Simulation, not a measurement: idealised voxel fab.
voxel spacer lines: a process module
Displayed cross-section: cut, width of 210 nm, square cells sized 5 nm.
Cross-section = grid of square cells, listed top down in bands; band = one or more rows. A band entry consists of two parts. The first gives the height of the band's top and the height of its bottom, in nm. The rest lists the band's materials from left to right, each with its width in nm. A single material labelled with the word "edge to edge" fills the band from edge to edge, and the word "empty" marks empty space. We count height from 0. Below that, the starting wafer is all one material. The lowest band never ends at the bottom but goes on down; see "0 nm and below" for how that is written. You'd read "30->40" like this: the band's top row of cells is as wide as the first number, its bottom row is as wide as the second, and going down, every row changes width by the same amount as the row before did. "changes: none" -> step changed no cross-section cell. Listed in "Enclosed cavity list": every empty space of 8 or more cells without an open way to the top. Form: width x height at distance, the distance being from the left edge, all in nm. What comes after the settings on a step's line is commentary from the simulator itself on that step. overlay nm: mask offset rightward from planned place, masked step; negative means leftward offset.
-- Process steps (planned)
| 1 | RECEIVE,material Si |
| 2 | CONFORMAL_DEP,material Al2O3,thk nm 5 |
| 3 | DIRECTIONAL_DEP,material polySi,thk nm 15 |
| 4 | DIRECTIONAL_DEP,material aC,thk nm 20 |
| 5 | PATTERN,tone cover,mask id MANDREL,material resist,width nm 15,pitch nm 60,thk nm 25,overlay nm 0 |
| 6 | DIRECTIONAL_ETCH,etch materials aC,depth nm 20 |
| 7 | STRIP,etch materials resist |
| 8 | CONFORMAL_DEP,material SiO2,thk nm 15 |
| 9 | DIRECTIONAL_ETCH,etch materials SiO2,depth nm 5 |
| 10 | STRIP,etch materials aC |
| 11 | DIRECTIONAL_ETCH,etch materials polySi,depth nm 15 |
| 12 | STRIP,etch materials SiO2 |
| 13 | FILL_DEP,material SiO2,thk nm 10 |
| 14 | CMP,height nm 20 |
Where the wafers of this document differ is in the depth nm of step 9; they start out the same, and the plan states the value that applied to the first wafer.
-- After step 1, as received: first of several wafers, cross-section
  0 nm and below | Si edge to edge
  Enclosed cavity list: none
-- End of module, by wafer: material-by-material cell gain (+) or loss (-) since receipt, then closed voids
depth nm 5; +42 Al2O3; +126 polySi; Enclosed cavity list: none
depth nm 10; +42 Al2O3; +126 polySi; Enclosed cavity list: none
depth nm 15; +42 Al2O3; +90 SiO2; +36 polySi; Enclosed cavity list: none
depth nm 20; +42 Al2O3; +90 SiO2; +36 polySi; Enclosed cavity list: none
depth nm 25; +42 Al2O3; +90 SiO2; +36 polySi; Enclosed cavity list: none
depth nm 30; +42 Al2O3; +90 SiO2; +36 polySi; Enclosed cavity list: none
